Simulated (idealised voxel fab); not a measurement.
The document below concerns the process module designated voxel wiring stack.
Pictured: cross-section cut, 265 nm wide, on a grid of 5 nm square cells.
Heads up, the way a cross-section reads in here is a grid of square cells, handed over as bands from the top down, with every band being one or more rows of cells. Basically the band line says how high the top is and how high the bottom is, in nm, and then what's in it from left to right, every material with its width in nm. Empty space shows up as "blank", and if a single material carries "edge to edge" it runs the full band edge to edge. Counting heights begins at 0, where everything beneath is, in the wafer as received, one material. The lowest band has no bottom; it goes on downwards, as "0..down" shows. The width entry "30 to 40" should be interpreted row by row: the top row of cells in the band takes the first number, the bottom row takes the second number, and the change between adjacent rows is uniform throughout. Key: "remains unaltered" - step with no changed cell in the cross-section. Empty spaces counting at least 8 cells and having no open way to the top are listed in "Cavities, closed". The notation width x height at distance is used for each, the distance being from the left edge and all three values in nm. On a step's line, text after the settings is the simulator commenting on that step. overlay nm: how far to the right of its planned place the mask lay on this masked step (negative: to the left).

So here's the lineup of process steps we planned
1) RECEIVE with material Si
2) CONFORMAL_DEP with material SiO2, thk nm 15
3) DIRECTIONAL_DEP with material TiN, thk nm 5
4) DIRECTIONAL_DEP with material Ru, thk nm 25
5) MASKED_ETCH with tone cover, mask id METAL_1, width nm 20, pitch nm 35, etch materials Ru, depth nm 25, overlay nm 0
6) MASKED_ETCH with tone cover, mask id METAL_1, width nm 20, pitch nm 35, etch materials TiN, depth nm 5, overlay nm 0
7) CONFORMAL_DEP with material SiCN, thk nm 5
8) FILL_DEP with material lowk, thk nm 5
9) CMP with height nm 45
10) CONFORMAL_DEP with material SiCN, thk nm 5
11) DIRECTIONAL_DEP with material SiO2, thk nm 30
12) MASKED_ETCH with tone open, mask id METAL_2, width nm 20, pitch nm 35, etch materials SiO2, depth nm 15, overlay nm 0
13) DIRECTIONAL_DEP with material aC, thk nm 10
14) PATTERN with tone open, mask id METAL_2_HOLES, material resist, width nm 15, pitch nm 70, thk nm 25, overlay nm 0
15) DIRECTIONAL_ETCH with etch materials aC, depth nm 10
16) STRIP with etch materials resist
17) DIRECTIONAL_ETCH with etch materials SiO2, depth nm 15
18) DIRECTIONAL_ETCH with etch materials SiCN, depth nm 5
19) STRIP with etch materials aC
20) CONFORMAL_DEP with material TiN, thk nm 5
21) FILL_DEP with material Ru, thk nm 10
22) CMP with height nm 80
23) CONFORMAL_DEP with material SiCN, thk nm 5
24) DIRECTIONAL_DEP with material lowk, thk nm 15
25) MASKED_ETCH with tone open, mask id PLUG_2, width nm 15, pitch nm 35, etch materials lowk, depth nm 5, overlay nm 0
26) MASKED_ETCH with tone open, mask id PLUG_2, width nm 15, pitch nm 35, etch materials SiCN, depth nm 5, overlay nm 0
27) CONFORMAL_DEP with material TiN, thk nm 5
28) FILL_DEP with material Cu, thk nm 10
29) CMP with height nm 100
30) DIRECTIONAL_DEP with material TiN, thk nm 5
31) DIRECTIONAL_DEP with material W, thk nm 15
32) DIRECTIONAL_DEP with material aC, thk nm 15
33) PATTERN with tone cover, mask id METAL_3, material resist, width nm 20, pitch nm 35, thk nm 35, overlay nm 0
34) DIRECTIONAL_ETCH with etch materials aC, depth nm 15
35) STRIP with etch materials resist
36) DIRECTIONAL_ETCH with etch materials W, depth nm 15
37) DIRECTIONAL_ETCH with etch materials TiN, depth nm 5
38) STRIP with etch materials aC
39) CONFORMAL_DEP with material SiCN, thk nm 5
40) FILL_DEP with material SiO2, thk nm 10
41) CMP with height nm 120
42) CONFORMAL_DEP with material SiN, thk nm 5
Quick note for whoever runs this: the wafers start identical, but the depth nm at step 25 isn't the same across them. The plan just shows what the first wafer had.

The first of several wafers as received, shown in cross-section; this is its state after step 1
> 0..down | Si edge to edge
> Cavities, closed: none

Post step 42, the closing step of the module: first of several wafers, cross-sectioned
> 125..120 | SiN edge to edge
> 120..105 | SiO2 80 nm / SiCN 5 nm / W 20 nm / SiCN 5 nm / SiO2 5 nm / SiCN 5 nm / W 20 nm / SiCN 5 nm / SiO2 5 nm / SiCN 5 nm / W 20 nm / SiCN 5 nm / SiO2 85 nm
> 105..100 | SiCN 85 nm / TiN 20 nm / SiCN 15 nm / TiN 20 nm / SiCN 15 nm / TiN 20 nm / SiCN 90 nm
> 100..95 | lowk 85 nm / TiN 15 nm / lowk 20 nm / TiN 15 nm / lowk 20 nm / TiN 15 nm / lowk 95 nm
> 95..85 | lowk edge to edge
> 85..80 | SiCN edge to edge
> 80..70 | SiO2 85 nm / TiN 5 nm / Ru 10 nm / TiN 5 nm / SiO2 15 nm / TiN 5 nm / Ru 10 nm / TiN 5 nm / SiO2 15 nm / TiN 5 nm / Ru 10 nm / TiN 5 nm / SiO2 90 nm
> 70..65 | SiO2 85 nm / TiN 5 nm / Ru 5 nm / TiN 10 nm / SiO2 15 nm / TiN 20 nm / SiO2 15 nm / TiN 5 nm / Ru 5 nm / TiN 10 nm / SiO2 90 nm
> 65..50 | SiO2 85 nm / TiN 5 nm / Ru 5 nm / TiN 5 nm / SiO2 55 nm / TiN 5 nm / Ru 5 nm / TiN 5 nm / SiO2 95 nm
> 50..45 | SiCN 85 nm / TiN 15 nm / SiCN 55 nm / TiN 15 nm / SiCN 95 nm
> 45..20 | lowk 80 nm / SiCN 5 nm / Ru 20 nm / SiCN 5 nm / lowk 5 nm / SiCN 5 nm / Ru 20 nm / SiCN 5 nm / lowk 5 nm / SiCN 5 nm / Ru 20 nm / SiCN 5 nm / lowk 85 nm
> 20..15 | SiCN 85 nm / TiN 20 nm / SiCN 15 nm / TiN 20 nm / SiCN 15 nm / TiN 20 nm / SiCN 90 nm
> 15..0 | SiO2 edge to edge
> 0..down | Si edge to edge
> Cavities, closed: none

End of module: cross-section, last of several wafers
> 125..120 | SiN edge to edge
> 120..105 | SiO2 80 nm / SiCN 5 nm / W 20 nm / SiCN 5 nm / SiO2 5 nm / SiCN 5 nm / W 20 nm / SiCN 5 nm / SiO2 5 nm / SiCN 5 nm / W 20 nm / SiCN 5 nm / SiO2 85 nm
> 105..100 | SiCN 85 nm / TiN 20 nm / SiCN 15 nm / TiN 20 nm / SiCN 15 nm / TiN 20 nm / SiCN 90 nm
> 100..85 | lowk 85 nm / TiN 5 nm / Cu 5 nm / TiN 5 nm / lowk 20 nm / TiN 5 nm / Cu 5 nm / TiN 5 nm / lowk 20 nm / TiN 5 nm / Cu 5 nm / TiN 5 nm / lowk 95 nm
> 85..80 | SiCN 85 nm / TiN 15 nm / SiCN 20 nm / TiN 15 nm / SiCN 20 nm / TiN 15 nm / SiCN 95 nm
> 80..70 | SiO2 85 nm / TiN 5 nm / Ru 10 nm / TiN 5 nm / SiO2 15 nm / TiN 5 nm / Ru 10 nm / TiN 5 nm / SiO2 15 nm / TiN 5 nm / Ru 10 nm / TiN 5 nm / SiO2 90 nm
> 70..65 | SiO2 85 nm / TiN 5 nm / Ru 5 nm / TiN 10 nm / SiO2 15 nm / TiN 20 nm / SiO2 15 nm / TiN 5 nm / Ru 5 nm / TiN 10 nm / SiO2 90 nm
> 65..50 | SiO2 85 nm / TiN 5 nm / Ru 5 nm / TiN 5 nm / SiO2 55 nm / TiN 5 nm / Ru 5 nm / TiN 5 nm / SiO2 95 nm
> 50..45 | SiCN 85 nm / TiN 15 nm / SiCN 55 nm / TiN 15 nm / SiCN 95 nm
> 45..20 | lowk 80 nm / SiCN 5 nm / Ru 20 nm / SiCN 5 nm / lowk 5 nm / SiCN 5 nm / Ru 20 nm / SiCN 5 nm / lowk 5 nm / SiCN 5 nm / Ru 20 nm / SiCN 5 nm / lowk 85 nm
> 20..15 | SiCN 85 nm / TiN 20 nm / SiCN 15 nm / TiN 20 nm / SiCN 15 nm / TiN 20 nm / SiCN 90 nm
> 15..0 | SiO2 edge to edge
> 0..down | Si edge to edge
> Cavities, closed: none

Gained (+) or lost (-) cells of each material since receipt, then closed voids: one row per wafer, at the end of the module
depth nm 5; +80 Ru; +230 SiCN; +53 SiN; +528 SiO2; +73 TiN; +36 W; +325 lowk; Cavities, closed: none
depth nm 10; +3 Cu; +80 Ru; +230 SiCN; +53 SiN; +528 SiO2; +79 TiN; +36 W; +316 lowk; Cavities, closed: none
depth nm 15; +9 Cu; +80 Ru; +221 SiCN; +53 SiN; +528 SiO2; +91 TiN; +36 W; +307 lowk; Cavities, closed: none
depth nm 20; +9 Cu; +80 Ru; +221 SiCN; +53 SiN; +528 SiO2; +91 TiN; +36 W; +307 lowk; Cavities, closed: none
depth nm 25; +9 Cu; +80 Ru; +221 SiCN; +53 SiN; +528 SiO2; +91 TiN; +36 W; +307 lowk; Cavities, closed: none
depth nm 30; +9 Cu; +80 Ru; +221 SiCN; +53 SiN; +528 SiO2; +91 TiN; +36 W; +307 lowk; Cavities, closed: none
